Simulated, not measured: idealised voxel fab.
Module name: voxel spacer lines (process module)
The figure presents cross-section cut, which has a width of 160 nm and is divided into square cells with an edge length of 5 nm.
In this document a cross-section is written as a grid of square cells. It is given as a series of bands, listed from the top down, and a band is one or more rows of cells.
Heights first: top, then bottom, in nm. Then materials, left to right, each with a width in nm. "all across" on a single material: fills the band edge to edge. "empty": empty space.
Height datum 0, below which the as-received substrate wafer is one material. Lowest band open at the bottom, running downward: "0 and below".
A width such as "30..40" changes by the same amount from each row of cells to the next, from the band's top row to its bottom row.
The designation "no modification", where it is given for a processing step, indicates that no cell of the cross-section was altered in the course of that step.
What "Catalogued sealed voids" gives you is every empty space of 8 cells or more that is cut off from the top. Each appears as width x height at distance, with the distance taken from the left edge and width, height and distance all in nm.
Past the settings on a step's line: simulator remark, on that step.
A step line may carry the setting "overlay nm", which, for steps involving a mask, states the distance by which the mask lay to the right of its intended position; negative values denote displacement to the left.

### So here's the lineup of process steps we planned
1: RECEIVE [material Si]
2: CONFORMAL_DEP [material Al2O3] [thk nm 5]
3: DIRECTIONAL_DEP [material TiN] [thk nm 15]
4: DIRECTIONAL_DEP [material polySi] [thk nm 20]
5: PATTERN [tone cover] [mask id MANDREL] [material resist] [width nm 25] [pitch nm 80] [thk nm 30] [overlay nm -10]
6: DIRECTIONAL_ETCH [etch materials polySi] [depth nm 20]
7: STRIP [etch materials resist]
8: CONFORMAL_DEP [material SiO2] [thk nm 15]
9: DIRECTIONAL_ETCH [etch materials SiO2] [depth nm 15]
10: STRIP [etch materials polySi]
11: DIRECTIONAL_ETCH [etch materials TiN] [depth nm 15]
12: STRIP [etch materials SiO2]
13: FILL_DEP [material lowk] [thk nm 10]
14: CMP [height nm 20]
Wafer-to-wafer difference: overlay nm, step 5. Common start. Plan = first wafer's value.

### Cross-section of the first of several wafers as received (after step 1)
* 0 and below  Si all across
* Catalogued sealed voids: none

### Every row in this table is a wafer at the end of the module, and it gives, for each of the materials, the cells that wafer has gained (+) or lost (-) since it was received, then its closed voids
overlay nm -10 | +32 Al2O3 | +36 TiN | +60 lowk | Catalogued sealed voids: none
overlay nm -5 | +32 Al2O3 | +36 TiN | +60 lowk | Catalogued sealed voids: none
overlay nm 0 | +32 Al2O3 | +36 TiN | +60 lowk | Catalogued sealed voids: none
overlay nm 5 | +32 Al2O3 | +36 TiN | +60 lowk | Catalogued sealed voids: none
overlay nm 10 | +32 Al2O3 | +36 TiN | +60 lowk | Catalogued sealed voids: none
overlay nm 15 | +32 Al2O3 | +36 TiN | +60 lowk | Catalogued sealed voids: none
